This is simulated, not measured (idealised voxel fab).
process module | voxel transistor to metal
cross-section cut | 245 nm wide | cells 5 nm
A cross-section is a grid of square cells, given in bands from the top down. A band is one or more rows of cells.
Each band's line starts with the height of the band's top and of its bottom, in nm. Then come its materials from left to right, each with its width in nm. One material with "throughout" fills the band from edge to edge. "air" is empty space.
Height 0 is the level under which the wafer as received is all one material. The lowest band goes on downwards, as in "0 down".
A width such as "30 to 40" changes by the same amount from each row of cells to the next, from the band's top row to its bottom row.
"no change" after a step means that no cell of the cross-section changed.
closed voids: empty space of 8 cells or more with no open way to the top, each as width x height at its distance from the left edge, in nm
after a step's settings: what the simulator itself notes on the step
overlay nm, on a step with a mask: how far to the right of its planned place the mask lay; to the left if negative
plan
1 op RECEIVE | material Si
2 op OXIDIZE | depth nm 5
3 op CONFORMAL_DEP | material SiN | thk nm 10
4 op MASKED_ETCH | tone cover | mask id ACTIVE | width nm 95 | pitch nm 115 | etch materials SiN | depth nm 10 | overlay nm 0
5 op MASKED_ETCH | tone cover | mask id ACTIVE | width nm 95 | pitch nm 115 | etch materials SiO2 | depth nm 5 | overlay nm 0
6 op MASKED_ETCH | tone cover | mask id ACTIVE | width nm 95 | pitch nm 115 | etch materials Si | depth nm 35 | overlay nm 0
7 op OXIDIZE | depth nm 5
8 op FILL_DEP | material SiO2 | thk nm 10
9 op CMP | height nm 10
10 op SELECTIVE_ETCH | etch materials SiO2 | depth nm 10
11 op STRIP | etch materials SiN
12 op SELECTIVE_ETCH | etch materials SiO2 | depth nm 5
13 op OXIDIZE | depth nm 5
14 op DIRECTIONAL_DEP | material polySi | thk nm 30
15 op DIRECTIONAL_DEP | material SiCN | thk nm 15
16 op MASKED_ETCH | tone cover | mask id GATE | width nm 25 | pitch nm 115 | etch materials SiCN | depth nm 25 | overlay nm 0
17 op MASKED_ETCH | tone cover | mask id GATE | width nm 25 | pitch nm 115 | etch materials polySi | depth nm 40 | overlay nm 0
18 op CONFORMAL_DEP | material SiN | thk nm 10
19 op DIRECTIONAL_ETCH | etch materials SiN | depth nm 10
20 op DIRECTIONAL_ETCH | etch materials SiO2 | depth nm 5
21 op DIRECTIONAL_ETCH | etch materials Si | depth nm 10
22 op EPI | material SiGe | thk nm 10
23 op FILL_DEP | material SiO2 | thk nm 5
24 op CMP | height nm 25
25 op STRIP | etch materials polySi
26 op SELECTIVE_ETCH | etch materials SiO2 | depth nm 5
27 op CONFORMAL_DEP | material HfO2 | thk nm 5
28 op CONFORMAL_DEP | material TiN | thk nm 5
29 op FILL_DEP | material W | thk nm 10
30 op CMP | height nm 20
31 op DIRECTIONAL_DEP | material SiO2 | thk nm 15
32 op DIRECTIONAL_DEP | material aC | thk nm 10
33 op PATTERN | tone open | mask id CONTACT | material resist | width nm 15 | thk nm 30 | overlay nm 0
34 op DIRECTIONAL_ETCH | etch materials aC | depth nm 10
35 op STRIP | etch materials resist
36 op DIRECTIONAL_ETCH | etch materials SiO2 | depth nm 45
37 op STRIP | etch materials aC
38 op CONFORMAL_DEP | material TiN | thk nm 5
39 op FILL_DEP | material W | thk nm 5
40 op CMP | height nm 35
41 op CONFORMAL_DEP | material SiCN | thk nm 5
42 op DIRECTIONAL_DEP | material lowk | thk nm 25
43 op DIRECTIONAL_DEP | material aC | thk nm 15
44 op PATTERN | tone open | mask id METAL_1 | material resist | width nm 15 | thk nm 35 | overlay nm 0
45 op DIRECTIONAL_ETCH | etch materials aC | depth nm 15
46 op STRIP | etch materials resist
47 op DIRECTIONAL_ETCH | etch materials lowk | depth nm 25
48 op DIRECTIONAL_ETCH | etch materials SiCN | depth nm 5
49 op STRIP | etch materials aC
50 op CONFORMAL_DEP | material TiN | thk nm 5
51 op FILL_DEP | material Cu | thk nm 10
52 op CMP | height nm 65
53 op CONFORMAL_DEP | material SiCN | thk nm 5
54 op DIRECTIONAL_DEP | material SiO2 | thk nm 25
55 op DIRECTIONAL_DEP | material aC | thk nm 10
56 op PATTERN | tone open | mask id METAL_2 | material resist | width nm 15 | pitch nm 115 | thk nm 25 | overlay nm -5
57 op DIRECTIONAL_ETCH | etch materials aC | depth nm 10
58 op STRIP | etch materials resist
59 op DIRECTIONAL_ETCH | etch materials SiO2 | depth nm 15
60 op STRIP | etch materials aC
61 op DIRECTIONAL_DEP | material aC | thk nm 15
62 op PATTERN | tone open | mask id METAL_2_HOLES | material resist | width nm 15 | pitch nm 115 | thk nm 35 | overlay nm 0
63 op DIRECTIONAL_ETCH | etch materials aC | depth nm 15
64 op STRIP | etch materials resist
65 op DIRECTIONAL_ETCH | etch materials SiO2 | depth nm 10
66 op DIRECTIONAL_ETCH | etch materials SiCN | depth nm 5
67 op STRIP | etch materials aC
68 op CONFORMAL_DEP | material TiN | thk nm 5
69 op FILL_DEP | material Cu | thk nm 10
70 op CMP | height nm 95
71 op CONFORMAL_DEP | material SiN | thk nm 5
varied across the wafers: overlay nm of step 56. The plan shows the first wafer's value. All wafers start alike
first wafer as received, after step 1
  0 down: Si throughout
  closed voids: none
first wafer at the end, after step 71
  100 to 95: SiN throughout
  95 to 85: SiO2 15 | TiN 5 | Cu 10 to 5 | TiN 5 to 10 | SiO2 95 | TiN 5 | Cu 10 to 5 | TiN 5 to 10 | SiO2 95
  85 to 80: SiO2 15 | TiN 15 | SiO2 100 | TiN 15 | SiO2 100
  80 to 70: SiO2 20 | TiN 10 | SiO2 105 | TiN 10 | SiO2 100
  70 to 65: SiCN 20 | TiN 10 | SiCN 105 | TiN 10 | SiCN 100
  65 to 40: lowk 20 | TiN 5 | Cu 5 | TiN 5 | lowk 55 | TiN 5 | Cu 5 | TiN 5 | lowk 30 | TiN 5 | Cu 5 | TiN 5 | lowk 55 | TiN 5 | Cu 5 | TiN 5 | lowk 25
  40 to 35: SiCN 20 | TiN 15 | SiCN 55 | TiN 15 | SiCN 30 | TiN 15 | SiCN 55 | TiN 15 | SiCN 25
  35 to 20: SiO2 20 | TiN 5 | W 5 | TiN 5 | SiO2 55 | TiN 5 | W 5 | TiN 5 | SiO2 30 | TiN 5 | W 5 | TiN 5 | SiO2 55 | TiN 5 | W 5 | TiN 5 | SiO2 25
  20 to 5: SiO2 20 | TiN 5 | W 5 | TiN 5 | SiO2 5 | SiN 10 | HfO2 5 | TiN 5 | W 5 | TiN 5 | HfO2 5 | SiN 10 | SiO2 5 | TiN 5 | W 5 | TiN 5 | SiO2 30 | TiN 5 | W 5 | TiN 5 | SiO2 5 | SiN 10 | HfO2 5 | TiN 5 | W 5 | TiN 5 | HfO2 5 | SiN 10 | SiO2 5 | TiN 5 | W 5 | TiN 5 | SiO2 25
  5 to 0: SiO2 20 | TiN 15 | SiO2 5 | SiN 10 | HfO2 5 | TiN 5 | W 5 | TiN 5 | HfO2 5 | SiN 10 | SiO2 5 | TiN 15 | SiO2 30 | TiN 15 | SiO2 5 | SiN 10 | HfO2 5 | TiN 5 | W 5 | TiN 5 | HfO2 5 | SiN 10 | SiO2 5 | TiN 15 | SiO2 25
  0 to -5: SiO2 20 | TiN 10 | SiGe 10 | SiN 10 | HfO2 5 | TiN 15 | HfO2 5 | SiN 10 | SiGe 10 | TiN 10 | SiO2 30 | TiN 10 | SiGe 10 | SiN 10 | HfO2 5 | TiN 15 | HfO2 5 | SiN 10 | SiGe 10 | TiN 10 | SiO2 25
  -5 to -10: SiO2 20 | TiN 10 | SiGe 10 | SiO2 5 | HfO2 35 | SiO2 5 | SiGe 10 | TiN 10 | SiO2 30 | TiN 10 | SiGe 10 | SiO2 5 | HfO2 35 | SiO2 5 | SiGe 10 | TiN 10 | SiO2 25
  -10 to -20: SiO2 20 | SiGe 20 | Si 45 | SiGe 20 | SiO2 30 | SiGe 20 | Si 45 | SiGe 20 | SiO2 25
  -20 to -45: SiO2 20 | Si 85 | SiO2 30 | Si 85 | SiO2 25
  -45 down: Si throughout
  closed voids: none
last wafer at the end
  100 to 95: SiN throughout
  95 to 85: SiO2 20 | TiN 5 to 20 | Cu 20 to 5 | TiN 5 | SiO2 85 | TiN 5 to 20 | Cu 20 to 5 | TiN 5 | SiO2 80
  85 to 80: SiO2 35 | TiN 15 | SiO2 100 | TiN 15 | SiO2 80
  80 to 70: SiO2 throughout
  70 to 65: SiCN throughout
  65 to 40: lowk 20 | TiN 5 | Cu 5 | TiN 5 | lowk 55 | TiN 5 | Cu 5 | TiN 5 | lowk 30 | TiN 5 | Cu 5 | TiN 5 | lowk 55 | TiN 5 | Cu 5 | TiN 5 | lowk 25
  40 to 35: SiCN 20 | TiN 15 | SiCN 55 | TiN 15 | SiCN 30 | TiN 15 | SiCN 55 | TiN 15 | SiCN 25
  35 to 20: SiO2 20 | TiN 5 | W 5 | TiN 5 | SiO2 55 | TiN 5 | W 5 | TiN 5 | SiO2 30 | TiN 5 | W 5 | TiN 5 | SiO2 55 | TiN 5 | W 5 | TiN 5 | SiO2 25
  20 to 5: SiO2 20 | TiN 5 | W 5 | TiN 5 | SiO2 5 | SiN 10 | HfO2 5 | TiN 5 | W 5 | TiN 5 | HfO2 5 | SiN 10 | SiO2 5 | TiN 5 | W 5 | TiN 5 | SiO2 30 | TiN 5 | W 5 | TiN 5 | SiO2 5 | SiN 10 | HfO2 5 | TiN 5 | W 5 | TiN 5 | HfO2 5 | SiN 10 | SiO2 5 | TiN 5 | W 5 | TiN 5 | SiO2 25
  5 to 0: SiO2 20 | TiN 15 | SiO2 5 | SiN 10 | HfO2 5 | TiN 5 | W 5 | TiN 5 | HfO2 5 | SiN 10 | SiO2 5 | TiN 15 | SiO2 30 | TiN 15 | SiO2 5 | SiN 10 | HfO2 5 | TiN 5 | W 5 | TiN 5 | HfO2 5 | SiN 10 | SiO2 5 | TiN 15 | SiO2 25
  0 to -5: SiO2 20 | TiN 10 | SiGe 10 | SiN 10 | HfO2 5 | TiN 15 | HfO2 5 | SiN 10 | SiGe 10 | TiN 10 | SiO2 30 | TiN 10 | SiGe 10 | SiN 10 | HfO2 5 | TiN 15 | HfO2 5 | SiN 10 | SiGe 10 | TiN 10 | SiO2 25
  -5 to -10: SiO2 20 | TiN 10 | SiGe 10 | SiO2 5 | HfO2 35 | SiO2 5 | SiGe 10 | TiN 10 | SiO2 30 | TiN 10 | SiGe 10 | SiO2 5 | HfO2 35 | SiO2 5 | SiGe 10 | TiN 10 | SiO2 25
  -10 to -20: SiO2 20 | SiGe 20 | Si 45 | SiGe 20 | SiO2 30 | SiGe 20 | Si 45 | SiGe 20 | SiO2 25
  -20 to -45: SiO2 20 | Si 85 | SiO2 30 | Si 85 | SiO2 25
  -45 down: Si throughout
  closed voids: none
each wafer at the end: cells of each material gained (+) or lost (-) since it was received, then its closed voids
overlay nm -5 | +26 Cu | +34 HfO2 | -235 Si | +82 SiCN | +48 SiGe | +89 SiN | +541 SiO2 | +178 TiN | +32 W | +185 lowk | closed voids: none
overlay nm 0 | +30 Cu | +34 HfO2 | -235 Si | +80 SiCN | +48 SiGe | +89 SiN | +541 SiO2 | +176 TiN | +32 W | +185 lowk | closed voids: none
overlay nm 5 | +26 Cu | +34 HfO2 | -235 Si | +82 SiCN | +48 SiGe | +89 SiN | +541 SiO2 | +178 TiN | +32 W | +185 lowk | closed voids: none
overlay nm 10 | +28 Cu | +34 HfO2 | -235 Si | +84 SiCN | +48 SiGe | +89 SiN | +541 SiO2 | +174 TiN | +32 W | +185 lowk | closed voids: none
overlay nm 15 | +30 Cu | +34 HfO2 | -235 Si | +86 SiCN | +48 SiGe | +89 SiN | +541 SiO2 | +170 TiN | +32 W | +185 lowk | closed voids: none
